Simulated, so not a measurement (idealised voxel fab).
The following is a process module called voxel transistor to metal.
This is section cut - it's 195 nm across, gridded in 5 nm square cells.
Cross-section spec: square-cell grid; bands listed top down; each band is one or more rows. Band entry format. Leading values: height of top, height of bottom, nm. Remainder: materials in left-to-right order, each with its width in nm. Special words: "everywhere" on a single material, which then fills the band edge to edge; "blank", empty space. A quick word on heights: they are counted from 0, and under that level the wafer as it came to us is one material throughout. The lowest band is different from the rest in having no bottom; it simply continues downward, written as in "0 -> down". So if you see something like "30->40" for the width, read it as the top row of the band sitting at the first number and the bottom row at the second, with every row in between moving by the same amount as the last. It should be understood that the words "no change occurred", when stated for a given step, signify that the cross-section underwent no change in any of its cells during that step. Heads up: "Trapped void list" only lists the empty pockets with no open path to the top that are 8 cells or more, and it writes them as width x height at distance, distance from the left edge, in nm. What comes after the settings on a step's line is commentary from the simulator itself on that step. What "overlay nm" on a step's line means: if the step has a mask, that mask lay this far to the right of its planned place, or, when the value is negative, to the left.
Process steps (planned):
1: RECEIVE,material Si
2: OXIDIZE,depth nm 5
3: CONFORMAL_DEP,material SiN,thk nm 15
4: MASKED_ETCH,tone cover,mask id ACTIVE,width nm 105,etch materials SiN,depth nm 15,overlay nm 0
5: MASKED_ETCH,tone cover,mask id ACTIVE,width nm 105,etch materials SiO2,depth nm 5,overlay nm 0
6: MASKED_ETCH,tone cover,mask id ACTIVE,width nm 105,etch materials Si,depth nm 20,overlay nm 0
7: FILL_DEP,material SiO2,thk nm 5
8: CMP,height nm 15
9: SELECTIVE_ETCH,etch materials SiO2,depth nm 5
10: STRIP,etch materials SiN
11: SELECTIVE_ETCH,etch materials SiO2,depth nm 5
12: OXIDIZE,depth nm 5
13: DIRECTIONAL_DEP,material polySi,thk nm 25
14: DIRECTIONAL_DEP,material SiCN,thk nm 10
15: DIRECTIONAL_DEP,material aC,thk nm 15
16: PATTERN,tone cover,mask id GATE,material resist,width nm 35,thk nm 30,overlay nm 0
17: DIRECTIONAL_ETCH,etch materials aC,depth nm 15
18: STRIP,etch materials resist
19: DIRECTIONAL_ETCH,etch materials SiCN,depth nm 20
20: DIRECTIONAL_ETCH,etch materials polySi,depth nm 35
21: STRIP,etch materials aC
22: CONFORMAL_DEP,material SiN,thk nm 5
23: DIRECTIONAL_ETCH,etch materials SiN,depth nm 5
24: DIRECTIONAL_ETCH,etch materials SiO2,depth nm 5
25: DIRECTIONAL_ETCH,etch materials Si,depth nm 5
26: EPI,material pSi,thk nm 5
27: FILL_DEP,material SiO2,thk nm 5
28: CMP,height nm 20
29: STRIP,etch materials polySi
30: SELECTIVE_ETCH,etch materials SiO2,depth nm 5
31: CONFORMAL_DEP,material HfO2,thk nm 5
32: CONFORMAL_DEP,material TiN,thk nm 5
33: FILL_DEP,material W,thk nm 5
34: CMP,height nm 15
35: DIRECTIONAL_DEP,material SiO2,thk nm 10
36: PATTERN,tone open,mask id CONTACT,material resist,width nm 15,pitch nm 80,thk nm 20,overlay nm 0
37: DIRECTIONAL_ETCH,etch materials SiO2,depth nm 35
38: STRIP,etch materials resist
39: CONFORMAL_DEP,material TiN,thk nm 5
40: FILL_DEP,material Ru,thk nm 10
41: CMP,height nm 25
42: DIRECTIONAL_DEP,material TiN,thk nm 5
43: DIRECTIONAL_DEP,material Ru,thk nm 25
44: MASKED_ETCH,tone cover,mask id METAL_1,width nm 15,pitch nm 80,etch materials Ru,depth nm 25,overlay nm 0
45: MASKED_ETCH,tone cover,mask id METAL_1,width nm 15,pitch nm 80,etch materials TiN,depth nm 5,overlay nm 0
46: FILL_DEP,material SiO2,thk nm 5
47: CMP,height nm 55
48: CONFORMAL_DEP,material SiN,thk nm 5
As received, after step 1:
* 0 -> down = Si everywhere
* Trapped void list: none
Here's the cross-section of the first of our two wafers at the end of the module - it ran as planned:
* 60 -> 55 = SiN everywhere
* 55 -> 30 = SiO2 (50), then Ru (15), then SiO2 (65), then Ru (15), then SiO2 (50)
* 30 -> 25 = SiO2 (50), then TiN (15), then SiO2 (65), then TiN (15), then SiO2 (50)
* 25 -> 15 = SiO2 (50), then TiN (5), then Ru (5), then TiN (5), then SiO2 (65), then TiN (5), then Ru (5), then TiN (5), then SiO2 (50)
* 15 -> 5 = SiO2 (50), then TiN (5), then Ru (5), then TiN (5), then SiO2 (10), then SiN (5), then HfO2 (5), then TiN (5), then W (15), then TiN (5), then HfO2 (5), then SiN (5), then SiO2 (10), then TiN (5), then Ru (5), then TiN (5), then SiO2 (50)
* 5 -> 0 = SiO2 (40), then SiN (5), then SiO2 (5), then TiN (5), then Ru (5), then TiN (5), then SiO2 (10), then SiN (5), then HfO2 (5), then TiN (5), then W (15), then TiN (5), then HfO2 (5), then SiN (5), then SiO2 (10), then TiN (5), then Ru (5), then TiN (5), then SiO2 (5), then SiN (5), then SiO2 (40)
* 0 -> -5 = SiO2 (40), then SiN (5), then SiO2 (5), then TiN (5), then Ru (5), then TiN (5), then SiO2 (10), then SiN (5), then HfO2 (5), then TiN (25), then HfO2 (5), then SiN (5), then SiO2 (10), then TiN (5), then Ru (5), then TiN (5), then SiO2 (5), then SiN (5), then SiO2 (40)
* -5 -> -10 = SiO2 (50), then TiN (15), then SiO2 (5), then pSi (5), then HfO2 (45), then pSi (5), then SiO2 (5), then TiN (15), then SiO2 (50)
* -10 -> -15 = SiO2 (45), then pSi (30), then Si (45), then pSi (30), then SiO2 (45)
* -15 -> -25 = SiO2 (45), then Si (105), then SiO2 (45)
* -25 -> down = Si everywhere
* Trapped void list: none
End-of-module cross-section of the second wafer: identical starting point and process plan to the first, with one processing mistake:
* 60 -> 55 = SiN everywhere
* 55 -> 45 = SiO2 (50), then Ru (15), then SiO2 (65), then Ru (15), then SiO2 (50)
* 45 -> 40 = SiO2 (50), then TiN (15), then SiO2 (65), then TiN (15), then SiO2 (50)
* 40 -> 30 = Ru everywhere
* 30 -> 25 = TiN (55), then Ru (5), then TiN (75), then Ru (5), then TiN (55)
* 25 -> 15 = SiO2 (50), then TiN (5), then Ru (5), then TiN (5), then SiO2 (65), then TiN (5), then Ru (5), then TiN (5), then SiO2 (50)
* 15 -> 5 = SiO2 (50), then TiN (5), then Ru (5), then TiN (5), then SiO2 (10), then SiN (5), then HfO2 (5), then TiN (5), then W (15), then TiN (5), then HfO2 (5), then SiN (5), then SiO2 (10), then TiN (5), then Ru (5), then TiN (5), then SiO2 (50)
* 5 -> 0 = SiO2 (40), then SiN (5), then SiO2 (5), then TiN (5), then Ru (5), then TiN (5), then SiO2 (10), then SiN (5), then HfO2 (5), then TiN (5), then W (15), then TiN (5), then HfO2 (5), then SiN (5), then SiO2 (10), then TiN (5), then Ru (5), then TiN (5), then SiO2 (5), then SiN (5), then SiO2 (40)
* 0 -> -5 = SiO2 (40), then SiN (5), then SiO2 (5), then TiN (5), then Ru (5), then TiN (5), then SiO2 (10), then SiN (5), then HfO2 (5), then TiN (25), then HfO2 (5), then SiN (5), then SiO2 (10), then TiN (5), then Ru (5), then TiN (5), then SiO2 (5), then SiN (5), then SiO2 (40)
* -5 -> -10 = SiO2 (50), then TiN (15), then SiO2 (5), then pSi (5), then HfO2 (45), then pSi (5), then SiO2 (5), then TiN (15), then SiO2 (50)
* -10 -> -15 = SiO2 (45), then pSi (30), then Si (45), then pSi (30), then SiO2 (45)
* -15 -> -25 = SiO2 (45), then Si (105), then SiO2 (45)
* -25 -> down = Si everywhere
* Trapped void list: none
Against the plan, the run slipped here: skipped: plan step 41 (never run)
Cell-count delta at end, second wafer over first, by material: +62 Ru; -99 SiO2; +37 TiN
